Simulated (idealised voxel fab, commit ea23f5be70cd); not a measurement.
Herein follows the process module entitled voxel capacitor over wiring.
For reference, the cross-section in this document is cut, with width 300 nm and square cells of 5 nm.
For the purposes of this document, a cross-section shall be understood as a grid of square cells, specified as bands listed in top-to-bottom order, each band consisting of one or more rows of cells. A band entry consists of two parts. The first gives the height of the band's top and the height of its bottom, in nm. The rest lists the band's materials from left to right, each with its width in nm. A single material labelled with the word "everywhere" fills the band from edge to edge, and the word "air" marks empty space. All heights in this document are referenced to 0, defined as the level beneath which the wafer, as received, consists entirely of one material. The lowest band is not bounded below; it extends indefinitely downward and is written in the form "0 nm and below". Width spec "30..40" -> top row of cells at first value, bottom row at second value, equal per-row change in between. "stayed the same", as given for a step, is the statement that not any cell of the cross-section underwent a change during that step. Under "Sealed cavities" you'll find the enclosed gaps, the ones with no way out to the top, that are 8 cells or bigger; each reads width x height at distance, with distance counted from the left edge, everything in nm. Heads up: the bit after the settings on a step's line is the simulator's remark on that step. The "overlay nm" setting may appear on a step's line; for a step that uses a mask, it gives how far to the right of its planned position the mask lay, and a negative value indicates the left. Structure of the following material. The material consists of pairs of cross-sections. Each pair comprises the cross-section before one process step and the cross-section after that step, the latter shown only down to the lowest band that changed. The step between the cross-sections is specified beneath each pair, including its settings. Pairs are not necessarily consecutive: they may derive from different runs of this module performed on the same starting wafer. Continuity with the pair above is to be assumed only where the entry headed "Pre-processing view" of the pair in question states it.
# Pre-processing view
115 nm to 105 nm = Cu everywhere
105 nm to 100 nm = 115 of TiN  5 of Cu  180 of TiN
100 nm to 95 nm = 110 of SiO2  5 of TiN  5 of Cu  5 of TiN  175 of SiO2
95 nm to 90 nm = 110 of SiO2  15 of TiN  175 of SiO2
90 nm to 85 nm = 100 of SiO2  5 of TiN  5 of SiO2  60 of TiN  130 of SiO2
85 nm to 80 nm = 100 of SiO2  70 of TiN  130 of SiO2
80 nm to 75 nm = 100 of SiO2  5 of SiN  5 of TiN  60 of SiN  130 of SiO2
75 nm to 70 nm = 105 of Ru  5 of SiN  190 of Ru
70 nm to 65 nm = 100 of TiN  15 of Ru  185 of TiN
65 nm to 60 nm = 100 of lowk  15 of TiN  185 of lowk
60 nm to 45 nm = 100 of lowk  15 of Ru  185 of lowk
45 nm to 40 nm = 100 of SiCN  15 of Ru  185 of SiCN
40 nm to 20 nm = 95 of lowk  5 of TiN  10 of Cu  5 of TiN  65 of lowk  5 of TiN  10 of Cu  5 of TiN  100 of lowk
20 nm to 15 nm = 95 of SiN  20 of TiN  65 of SiN  20 of TiN  100 of SiN
15 nm to 0 nm = SiO2 everywhere
0 nm and below = Si everywhere
Sealed cavities: none
# State After Step
100 nm to 95 nm = 110 of SiO2  5 of TiN  5 of Cu  5 of TiN  175 of SiO2
No changes below 95.
Sealed cavities: none
Which process step falls between the two cross-sections above? CMP (height nm 100)
Pre-processing view: Reference is made to the cross-section shown after the step in the pair directly above, which represents the state prior to this step.
# State After Step
105 nm to 100 nm = SiCN everywhere
No changes below 100.
Sealed cavities: none
Which process step falls between the two cross-sections above? CONFORMAL_DEP (material SiCN; thk nm 5)
# Pre-processing view
45 nm to 40 nm = SiCN everywhere
40 nm to 20 nm = 95 of lowk  5 of TiN  10 of Cu  5 of TiN  65 of lowk  5 of TiN  10 of Cu  5 of TiN  100 of lowk
20 nm to 15 nm = 95 of SiN  20 of TiN  65 of SiN  20 of TiN  100 of SiN
15 nm to 0 nm = SiO2 everywhere
0 nm and below = Si everywhere
Sealed cavities: none
# State After Step
60 nm to 45 nm = lowk everywhere
No changes below 45.
Sealed cavities: none
Which process step falls between the two cross-sections above? DIRECTIONAL_DEP (material lowk; thk nm 15)
Pre-processing view: Reference is made to the cross-section shown after the step in the pair directly above, which represents the state prior to this step.
# State After Step
80 nm to 60 nm = 100 of resist  15 of air  185 of resist
No changes below 60.
Sealed cavities: none
Which process step falls between the two cross-sections above? PATTERN (tone open; mask id PLUG_1; material resist; width nm 15; thk nm 20; overlay nm 0)
Pre-processing view: Reference is made to the cross-section shown after the step in the pair directly above, which represents the state prior to this step.
# State After Step
80 nm to 60 nm = 100 of resist  15 of air  185 of resist
60 nm to 45 nm = 100 of lowk  15 of air  185 of lowk
No changes below 45.
Sealed cavities: none
Which process step falls between the two cross-sections above? DIRECTIONAL_ETCH (etch materials lowk; depth nm 20)
Pre-processing view: Reference is made to the cross-section shown after the step in the pair directly above, which represents the state prior to this step.
# State After Step
80 nm to 60 nm = 100 of resist  15 of air  185 of resist
60 nm to 45 nm = 100 of lowk  15 of air  185 of lowk
45 nm to 40 nm = 100 of SiCN  15 of air  185 of SiCN
No changes below 40.
Sealed cavities: none
Which process step falls between the two cross-sections above? DIRECTIONAL_ETCH (etch materials SiCN; depth nm 5)
Pre-processing view: Reference is made to the cross-section shown after the step in the pair directly above, which represents the state prior to this step.
# State After Step
60 nm to 45 nm = 100 of lowk  15 of air  185 of lowk
No changes below 45.
Sealed cavities: none
Which process step falls between the two cross-sections above? STRIP (etch materials resist)
Pre-processing view: Reference is made to the cross-section shown after the step in the pair directly above, which represents the state prior to this step.
# State After Step
60 nm to 50 nm = 100 of lowk  15 of air  185 of lowk
50 nm to 45 nm = 100 of lowk  15 of Ru  185 of lowk
45 nm to 40 nm = 100 of SiCN  15 of Ru  185 of SiCN
No changes below 40.
Sealed cavities: none
Which process step falls between the two cross-sections above? EPI (material Ru; thk nm 10)
Pre-processing view: Reference is made to the cross-section shown after the step in the pair directly above, which represents the state prior to this step.
# State After Step
60 nm to 45 nm = 100 of lowk  15 of Ru  185 of lowk
No changes below 45.
Sealed cavities: none
Which process step falls between the two cross-sections above? EPI (material Ru; thk nm 10)
Pre-processing view: Reference is made to the cross-section shown after the step in the pair directly above, which represents the state prior to this step.
# State After Step
65 nm to 60 nm = 95 of air  25 of Ru  180 of air
No changes below 60.
Sealed cavities: none
Which process step falls between the two cross-sections above? EPI (material Ru; thk nm 5)
Pre-processing view: Reference is made to the cross-section shown after the step in the pair directly above, which represents the state prior to this step.
# State After Step
70 nm to 65 nm = 95 of air  25 of TiN  180 of air
65 nm to 60 nm = 95 of TiN  25 of Ru  180 of TiN
No changes below 60.
Sealed cavities: none
Which process step falls between the two cross-sections above? DIRECTIONAL_DEP (material TiN; thk nm 5)
Pre-processing view: Reference is made to the cross-section shown after the step in the pair directly above, which represents the state prior to this step.
# State After Step
75 nm to 70 nm = 95 of air  25 of SiN  180 of air
70 nm to 65 nm = 95 of SiN  25 of TiN  180 of SiN
No changes below 65.
Sealed cavities: none
Which process step falls between the two cross-sections above? DIRECTIONAL_DEP (material SiN; thk nm 5)
Pre-processing view: Reference is made to the cross-section shown after the step in the pair directly above, which represents the state prior to this step.
# State After Step
85 nm to 80 nm = 95 of air  25 of TiN  180 of air
80 nm to 75 nm = TiN everywhere
75 nm to 70 nm = 95 of TiN  25 of SiN  180 of TiN
No changes below 70.
Sealed cavities: none
Which process step falls between the two cross-sections above? DIRECTIONAL_DEP (material TiN; thk nm 10)
Pre-processing view: Reference is made to the cross-section shown after the step in the pair directly above, which represents the state prior to this step.
# State After Step
100 nm to 85 nm = 100 of air  70 of resist  130 of air
85 nm to 80 nm = 95 of air  25 of TiN  50 of resist  130 of air
No changes below 80.
Sealed cavities: none
Which process step falls between the two cross-sections above? PATTERN (tone cover; mask id UPPER_PLATE; material resist; width nm 70; thk nm 15; overlay nm 0)
Pre-processing view: Reference is made to the cross-section shown after the step in the pair directly above, which represents the state prior to this step.
# State After Step
100 nm to 85 nm = 100 of air  70 of resist  130 of air
85 nm to 80 nm = 100 of air  20 of TiN  50 of resist  130 of air
80 nm to 75 nm = 100 of air  70 of TiN  130 of air
75 nm to 70 nm = 95 of air  25 of SiN  50 of TiN  130 of air
No changes below 70.
Sealed cavities: none
Which process step falls between the two cross-sections above? DIRECTIONAL_ETCH (etch materials TiN; depth nm 10)
Pre-processing view: Reference is made to the cross-section shown after the step in the pair directly above, which represents the state prior to this step.
# State After Step
100 nm to 85 nm = 100 of air  70 of resist  130 of air
85 nm to 80 nm = 100 of air  20 of TiN  50 of resist  130 of air
80 nm to 75 nm = 100 of air  70 of TiN  130 of air
75 nm to 70 nm = 100 of air  20 of SiN  50 of TiN  130 of air
70 nm to 65 nm = 95 of air  25 of TiN  50 of SiN  130 of air
No changes below 65.
Sealed cavities: none
Which process step falls between the two cross-sections above? DIRECTIONAL_ETCH (etch materials SiN; depth nm 5)
Pre-processing view: Reference is made to the cross-section shown after the step in the pair directly above, which represents the state prior to this step.
# State After Step
85 nm to 75 nm = 100 of air  20..70 of TiN  180..130 of air
No changes below 75.
Sealed cavities: none
Which process step falls between the two cross-sections above? STRIP (etch materials resist)
Pre-processing view: Reference is made to the cross-section shown after the step in the pair directly above, which represents the state prior to this step.
# State After Step
85 nm to 75 nm = 100 of air  20..70 of TiN  180..130 of air
75 nm to 70 nm = 100 of air  20 of SiN  50 of TiN  130 of air
70 nm to 65 nm = 95 of air  25 of TiN  50 of SiN  130 of air
65 nm to 60 nm = 95 of air  25 of Ru  55 of TiN  125 of air
No changes below 60.
Sealed cavities: none
Which process step falls between the two cross-sections above? MASKED_ETCH (tone cover; mask id LOWER_PLATE; width nm 80; etch materials TiN; depth nm 5; overlay nm 0)
Pre-processing view: Reference is made to the cross-section shown after the step in the pair directly above, which represents the state prior to this step.
# State After Step
105 nm to 85 nm = SiO2 everywhere
85 nm to 75 nm = 100 of SiO2  20..70 of TiN  180..130 of SiO2
75 nm to 70 nm = 100 of SiO2  20 of SiN  50 of TiN  130 of SiO2
70 nm to 65 nm = 95 of SiO2  25 of TiN  50 of SiN  130 of SiO2
65 nm to 60 nm = 95 of SiO2  25 of Ru  55 of TiN  125 of SiO2
No changes below 60.
Sealed cavities: none
Which process step falls between the two cross-sections above? FILL_DEP (material SiO2; thk nm 20)
Pre-processing view: Reference is made to the cross-section shown after the step in the pair directly above, which represents the state prior to this step.
# State After Step
100 nm to 85 nm = SiO2 everywhere
No changes below 85.
Sealed cavities: none
Which process step falls between the two cross-sections above? CMP (height nm 100)
Pre-processing view: Reference is made to the cross-section shown after the step in the pair directly above, which represents the state prior to this step.
# State After Step
100 nm to 85 nm = 110 of SiO2  15 of air  175 of SiO2
No changes below 85.
Sealed cavities: none
Which process step falls between the two cross-sections above? MASKED_ETCH (tone open; mask id PLUG_2; width nm 15; etch materials SiO2; depth nm 15; overlay nm 0)
Pre-processing view: Reference is made to the cross-section shown after the step in the pair directly above, which represents the state prior to this step.
# State After Step
105 nm to 100 nm = 115 of TiN  5 of air  180 of TiN
100 nm to 90 nm = 110 of SiO2  5 of TiN  5 of air  5 of TiN  175 of SiO2
90 nm to 80 nm = 110..100 of SiO2  15..20 of TiN  175..180 of SiO2
No changes below 80.
Sealed cavities: none
Which process step falls between the two cross-sections above? CONFORMAL_DEP (material TiN; thk nm 5)
Pre-processing view: Reference is made to the cross-section shown after the step in the pair directly above, which represents the state prior to this step.
# State After Step
115 nm to 105 nm = Cu everywhere
105 nm to 100 nm = 115 of TiN  5 of Cu  180 of TiN
100 nm to 90 nm = 110 of SiO2  5 of TiN  5 of Cu  5 of TiN  175 of SiO2
No changes below 90.
Sealed cavities: none
Which process step falls between the two cross-sections above? FILL_DEP (material Cu; thk nm 10)
Pre-processing view: Reference is made to the cross-section shown after the step in the pair directly above, which represents the state prior to this step.
# State After Step
100 nm to 90 nm = 110 of SiO2  5 of TiN  5 of Cu  5 of TiN  175 of SiO2
No changes below 90.
Sealed cavities: none
Which process step falls between the two cross-sections above? CMP (height nm 100)
Pre-processing view: Reference is made to the cross-section shown after the step in the pair directly above, which represents the state prior to this step.
# State After Step
105 nm to 100 nm = SiCN everywhere
No changes below 100.
Sealed cavities: none
Which process step falls between the two cross-sections above? CONFORMAL_DEP (material SiCN; thk nm 5)
# Pre-processing view
85 nm to 75 nm = TiN everywhere
75 nm to 70 nm = SiN everywhere
70 nm to 65 nm = TiN everywhere
65 nm to 45 nm = 100 of lowk  15 of Ru  185 of lowk
45 nm to 40 nm = 100 of SiCN  15 of Ru  185 of SiCN
40 nm to 20 nm = 95 of lowk  5 of TiN  10 of Cu  5 of TiN  65 of lowk  5 of TiN  10 of Cu  5 of TiN  100 of lowk
20 nm to 15 nm = 95 of SiN  20 of TiN  65 of SiN  20 of TiN  100 of SiN
15 nm to 0 nm = SiO2 everywhere
0 nm and below = Si everywhere
Sealed cavities: none
# State After Step
100 nm to 85 nm = 105 of air  60 of resist  135 of air
No changes below 85.
Sealed cavities: none
Which process step falls between the two cross-sections above? PATTERN (tone cover; mask id UPPER_PLATE; material resist; width nm 60; thk nm 15; overlay nm 0)
Pre-processing view: Reference is made to the cross-section shown after the step in the pair directly above, which represents the state prior to this step.
# State After Step
100 nm to 85 nm = 105 of air  60 of resist  135 of air
85 nm to 75 nm = 105 of air  60 of TiN  135 of air
No changes below 75.
Sealed cavities: none
Which process step falls between the two cross-sections above? DIRECTIONAL_ETCH (etch materials TiN; depth nm 10)
Pre-processing view: Reference is made to the cross-section shown after the step in the pair directly above, which represents the state prior to this step.
# State After Step
100 nm to 85 nm = 105 of air  60 of resist  135 of air
85 nm to 75 nm = 105 of air  60 of TiN  135 of air
75 nm to 70 nm = 105 of air  60 of SiN  135 of air
No changes below 70.
Sealed cavities: none
Which process step falls between the two cross-sections above? DIRECTIONAL_ETCH (etch materials SiN; depth nm 5)
Pre-processing view: Reference is made to the cross-section shown after the step in the pair directly above, which represents the state prior to this step.
# State After Step
85 nm to 75 nm = 105 of air  60 of TiN  135 of air
No changes below 75.
Sealed cavities: none
Which process step falls between the two cross-sections above? STRIP (etch materials resist)
Pre-processing view: Reference is made to the cross-section shown after the step in the pair directly above, which represents the state prior to this step.
# State After Step
85 nm to 75 nm = 105 of air  60 of TiN  135 of air
75 nm to 70 nm = 105 of air  60 of SiN  135 of air
70 nm to 65 nm = 95 of air  80 of TiN  125 of air
No changes below 65.
Sealed cavities: none
Which process step falls between the two cross-sections above? MASKED_ETCH (tone cover; mask id LOWER_PLATE; width nm 80; etch materials TiN; depth nm 5; overlay nm 0)
Pre-processing view: Reference is made to the cross-section shown after the step in the pair directly above, which represents the state prior to this step.
# State After Step
105 nm to 85 nm = SiO2 everywhere
85 nm to 75 nm = 105 of SiO2  60 of TiN  135 of SiO2
75 nm to 70 nm = 105 of SiO2  60 of SiN  135 of SiO2
70 nm to 65 nm = 95 of SiO2  80 of TiN  125 of SiO2
No changes below 65.
Sealed cavities: none
Which process step falls between the two cross-sections above? FILL_DEP (material SiO2; thk nm 20)
Pre-processing view: Reference is made to the cross-section shown after the step in the pair directly above, which represents the state prior to this step.
# State After Step
100 nm to 85 nm = SiO2 everywhere
No changes below 85.
Sealed cavities: none
Which process step falls between the two cross-sections above? CMP (height nm 100)
Pre-processing view: Reference is made to the cross-section shown after the step in the pair directly above, which represents the state prior to this step.
# State After Step
100 nm to 85 nm = 110 of SiO2  15 of air  175 of SiO2
No changes below 85.
Sealed cavities: none
Which process step falls between the two cross-sections above? MASKED_ETCH (tone open; mask id PLUG_2; width nm 15; etch materials SiO2; depth nm 15; overlay nm 0)
Pre-processing view: Reference is made to the cross-section shown after the step in the pair directly above, which represents the state prior to this step.
# State After Step
105 nm to 100 nm = 115 of TiN  5 of air  180 of TiN
100 nm to 90 nm = 110 of SiO2  5 of TiN  5 of air  5 of TiN  175 of SiO2
90 nm to 85 nm = 110 of SiO2  15 of TiN  175 of SiO2
No changes below 85.
Sealed cavities: none
Which process step falls between the two cross-sections above? CONFORMAL_DEP (material TiN; thk nm 5)
Pre-processing view: Reference is made to the cross-section shown after the step in the pair directly above, which represents the state prior to this step.
# State After Step
115 nm to 105 nm = Cu everywhere
105 nm to 100 nm = 115 of TiN  5 of Cu  180 of TiN
100 nm to 90 nm = 110 of SiO2  5 of TiN  5 of Cu  5 of TiN  175 of SiO2
No changes below 90.
Sealed cavities: none
Which process step falls between the two cross-sections above? FILL_DEP (material Cu; thk nm 10)
Pre-processing view: Reference is made to the cross-section shown after the step in the pair directly above, which represents the state prior to this step.
# State After Step
100 nm to 90 nm = 110 of SiO2  5 of TiN  5 of Cu  5 of TiN  175 of SiO2
No changes below 90.
Sealed cavities: none
Which process step falls between the two cross-sections above? CMP (height nm 100)
Pre-processing view: Reference is made to the cross-section shown after the step in the pair directly above, which represents the state prior to this step.
# State After Step
105 nm to 100 nm = SiCN everywhere
No changes below 100.
Sealed cavities: none
Which process step falls between the two cross-sections above? CONFORMAL_DEP (material SiCN; thk nm 5)
# Pre-processing view
85 nm to 75 nm = TiN everywhere
75 nm to 70 nm = SiN everywhere
70 nm to 65 nm = TiN everywhere
65 nm to 45 nm = 100 of lowk  15 of Ru  185 of lowk
45 nm to 40 nm = 100 of SiCN  15 of Ru  185 of SiCN
40 nm to 20 nm = 95 of lowk  5 of TiN  10 of Cu  5 of TiN  65 of lowk  5 of TiN  10 of Cu  5 of TiN  100 of lowk
20 nm to 15 nm = 95 of SiN  20 of TiN  65 of SiN  20 of TiN  100 of SiN
15 nm to 0 nm = SiO2 everywhere
0 nm and below = Si everywhere
Sealed cavities: none
# State After Step
100 nm to 85 nm = 110 of air  70 of resist  120 of air
No changes below 85.
Sealed cavities: none
Which process step falls between the two cross-sections above? PATTERN (tone cover; mask id UPPER_PLATE; material resist; width nm 70; thk nm 15; overlay nm 10)
Pre-processing view: Reference is made to the cross-section shown after the step in the pair directly above, which represents the state prior to this step.
# State After Step
100 nm to 85 nm = 110 of air  70 of resist  120 of air
85 nm to 75 nm = 110 of air  70 of TiN  120 of air
No changes below 75.
Sealed cavities: none
Which process step falls between the two cross-sections above? DIRECTIONAL_ETCH (etch materials TiN; depth nm 10)
Pre-processing view: Reference is made to the cross-section shown after the step in the pair directly above, which represents the state prior to this step.
# State After Step
100 nm to 85 nm = 110 of air  70 of resist  120 of air
85 nm to 75 nm = 110 of air  70 of TiN  120 of air
75 nm to 70 nm = 110 of air  70 of SiN  120 of air
No changes below 70.
Sealed cavities: none
Which process step falls between the two cross-sections above? DIRECTIONAL_ETCH (etch materials SiN; depth nm 5)
Pre-processing view: Reference is made to the cross-section shown after the step in the pair directly above, which represents the state prior to this step.
# State After Step
85 nm to 75 nm = 110 of air  70 of TiN  120 of air
No changes below 75.
Sealed cavities: none
Which process step falls between the two cross-sections above? STRIP (etch materials resist)
Pre-processing view: Reference is made to the cross-section shown after the step in the pair directly above, which represents the state prior to this step.
# State After Step
85 nm to 75 nm = 110 of air  65..70 of TiN  125..120 of air
75 nm to 70 nm = 110 of air  70 of SiN  120 of air
70 nm to 65 nm = 95 of air  85 of TiN  120 of air
No changes below 65.
Sealed cavities: none
Which process step falls between the two cross-sections above? MASKED_ETCH (tone cover; mask id LOWER_PLATE; width nm 80; etch materials TiN; depth nm 5; overlay nm 0)
Pre-processing view: Reference is made to the cross-section shown after the step in the pair directly above, which represents the state prior to this step.
# State After Step
105 nm to 85 nm = SiO2 everywhere
85 nm to 75 nm = 110 of SiO2  65..70 of TiN  125..120 of SiO2
75 nm to 70 nm = 110 of SiO2  70 of SiN  120 of SiO2
70 nm to 65 nm = 95 of SiO2  85 of TiN  120 of SiO2
No changes below 65.
Sealed cavities: none
Which process step falls between the two cross-sections above? FILL_DEP (material SiO2; thk nm 20)
Pre-processing view: Reference is made to the cross-section shown after the step in the pair directly above, which represents the state prior to this step.
# State After Step
100 nm to 85 nm = SiO2 everywhere
No changes below 85.
Sealed cavities: none
Which process step falls between the two cross-sections above? CMP (height nm 100)
Pre-processing view: Reference is made to the cross-section shown after the step in the pair directly above, which represents the state prior to this step.
# State After Step
100 nm to 85 nm = 110 of SiO2  15 of air  175 of SiO2
No changes below 85.
Sealed cavities: none
Which process step falls between the two cross-sections above? MASKED_ETCH (tone open; mask id PLUG_2; width nm 15; etch materials SiO2; depth nm 15; overlay nm 0)
Pre-processing view: Reference is made to the cross-section shown after the step in the pair directly above, which represents the state prior to this step.
# State After Step
105 nm to 100 nm = 115 of TiN  5 of air  180 of TiN
100 nm to 90 nm = 110 of SiO2  5 of TiN  5 of air  5 of TiN  175 of SiO2
90 nm to 80 nm = 110 of SiO2  15..65 of TiN  175..125 of SiO2
No changes below 80.
Sealed cavities: none
Which process step falls between the two cross-sections above? CONFORMAL_DEP (material TiN; thk nm 5)
Pre-processing view: Reference is made to the cross-section shown after the step in the pair directly above, which represents the state prior to this step.
# State After Step
115 nm to 105 nm = Cu everywhere
105 nm to 100 nm = 115 of TiN  5 of Cu  180 of TiN
100 nm to 90 nm = 110 of SiO2  5 of TiN  5 of Cu  5 of TiN  175 of SiO2
No changes below 90.
Sealed cavities: none
Which process step falls between the two cross-sections above? FILL_DEP (material Cu; thk nm 10)
Pre-processing view: Reference is made to the cross-section shown after the step in the pair directly above, which represents the state prior to this step.
# State After Step
100 nm to 90 nm = 110 of SiO2  5 of TiN  5 of Cu  5 of TiN  175 of SiO2
No changes below 90.
Sealed cavities: none
Which process step falls between the two cross-sections above? CMP (height nm 100)
Pre-processing view: Reference is made to the cross-section shown after the step in the pair directly above, which represents the state prior to this step.
# State After Step
105 nm to 100 nm = SiCN everywhere
No changes below 100.
Sealed cavities: none
Which process step falls between the two cross-sections above? CONFORMAL_DEP (material SiCN; thk nm 5)
# Pre-processing view
85 nm to 75 nm = 100 of air  70 of TiN  130 of air
75 nm to 70 nm = 100 of air  70 of SiN  130 of air
70 nm to 65 nm = 95 of air  80 of TiN  125 of air
65 nm to 45 nm = 100 of lowk  15 of Ru  185 of lowk
45 nm to 40 nm = 100 of SiCN  15 of Ru  185 of SiCN
40 nm to 20 nm = 95 of lowk  5 of TiN  10 of Cu  5 of TiN  65 of lowk  5 of TiN  10 of Cu  5 of TiN  100 of lowk
20 nm to 15 nm = 95 of SiN  20 of TiN  65 of SiN  20 of TiN  100 of SiN
15 nm to 0 nm = SiO2 everywhere
0 nm and below = Si everywhere
Sealed cavities: none
# State After Step
105 nm to 85 nm = SiN everywhere
85 nm to 75 nm = 100 of SiN  70 of TiN  130 of SiN
75 nm to 70 nm = SiN everywhere
70 nm to 65 nm = 95 of SiN  80 of TiN  125 of SiN
No changes below 65.
Sealed cavities: none
Which process step falls between the two cross-sections above? FILL_DEP (material SiN; thk nm 20)
Pre-processing view: Reference is made to the cross-section shown after the step in the pair directly above, which represents the state prior to this step.
# State After Step
100 nm to 85 nm = SiN everywhere
No changes below 85.
Sealed cavities: none
Which process step falls between the two cross-sections above? CMP (height nm 100)
Pre-processing view: Reference is made to the cross-section shown after the step in the pair directly above, which represents the state prior to this step.
# State After Step
105 nm to 100 nm = TiN everywhere
No changes below 100.
Sealed cavities: none
Which process step falls between the two cross-sections above? CONFORMAL_DEP (material TiN; thk nm 5)
Pre-processing view: Reference is made to the cross-section shown after the step in the pair directly above, which represents the state prior to this step.
# State After Step
115 nm to 105 nm = Cu everywhere
No changes below 105.
Sealed cavities: none
Which process step falls between the two cross-sections above? FILL_DEP (material Cu; thk nm 10)
Pre-processing view: Reference is made to the cross-section shown after the step in the pair directly above, which represents the state prior to this step.
# State After Step
100 nm to 85 nm = SiN everywhere
No changes below 85.
Sealed cavities: none
Which process step falls between the two cross-sections above? CMP (height nm 100)
Pre-processing view: Reference is made to the cross-section shown after the step in the pair directly above, which represents the state prior to this step.
# State After Step
105 nm to 100 nm = SiCN everywhere
No changes below 100.
Sealed cavities: none
Which process step falls between the two cross-sections above? CONFORMAL_DEP (material SiCN; thk nm 5)
# Pre-processing view
100 nm to 85 nm = SiO2 everywhere
85 nm to 75 nm = 100 of SiO2  70 of TiN  130 of SiO2
75 nm to 70 nm = 100 of SiO2  70 of SiN  130 of SiO2
70 nm to 65 nm = 95 of SiO2  80 of TiN  125 of SiO2
65 nm to 45 nm = 100 of lowk  15 of Ru  185 of lowk
45 nm to 40 nm = 100 of SiCN  15 of Ru  185 of SiCN
40 nm to 20 nm = 95 of lowk  5 of TiN  10 of Cu  5 of TiN  65 of lowk  5 of TiN  10 of Cu  5 of TiN  100 of lowk
20 nm to 15 nm = 95 of SiN  20 of TiN  65 of SiN  20 of TiN  100 of SiN
15 nm to 0 nm = SiO2 everywhere
0 nm and below = Si everywhere
Sealed cavities: none
# State After Step
100 nm to 85 nm = 110 of air  15 of SiO2  175 of air
No changes below 85.
Sealed cavities: none
Which process step falls between the two cross-sections above? MASKED_ETCH (tone cover; mask id PLUG_2; width nm 15; etch materials SiO2; depth nm 15; overlay nm 0)
Pre-processing view: Reference is made to the cross-section shown after the step in the pair directly above, which represents the state prior to this step.
# State After Step
105 nm to 100 nm = 105 of air  25 of TiN  170 of air
100 nm to 90 nm = 105 of air  5 of TiN  15 of SiO2  5 of TiN  170 of air
90 nm to 85 nm = 110 of TiN  15 of SiO2  175 of TiN
No changes below 85.
Sealed cavities: none
Which process step falls between the two cross-sections above? CONFORMAL_DEP (material TiN; thk nm 5)
Pre-processing view: Reference is made to the cross-section shown after the step in the pair directly above, which represents the state prior to this step.
# State After Step
115 nm to 105 nm = Cu everywhere
105 nm to 100 nm = 105 of Cu  25 of TiN  170 of Cu
100 nm to 90 nm = 105 of Cu  5 of TiN  15 of SiO2  5 of TiN  170 of Cu
No changes below 90.
Sealed cavities: none
Which process step falls between the two cross-sections above? FILL_DEP (material Cu; thk nm 10)
Pre-processing view: Reference is made to the cross-section shown after the step in the pair directly above, which represents the state prior to this step.
# State After Step
100 nm to 90 nm = 105 of Cu  5 of TiN  15 of SiO2  5 of TiN  170 of Cu
No changes below 90.
Sealed cavities: none
Which process step falls between the two cross-sections above? CMP (height nm 100)
Pre-processing view: Reference is made to the cross-section shown after the step in the pair directly above, which represents the state prior to this step.
# State After Step
105 nm to 100 nm = SiCN everywhere
No changes below 100.
Sealed cavities: none
Which process step falls between the two cross-sections above? CONFORMAL_DEP (material SiCN; thk nm 5)
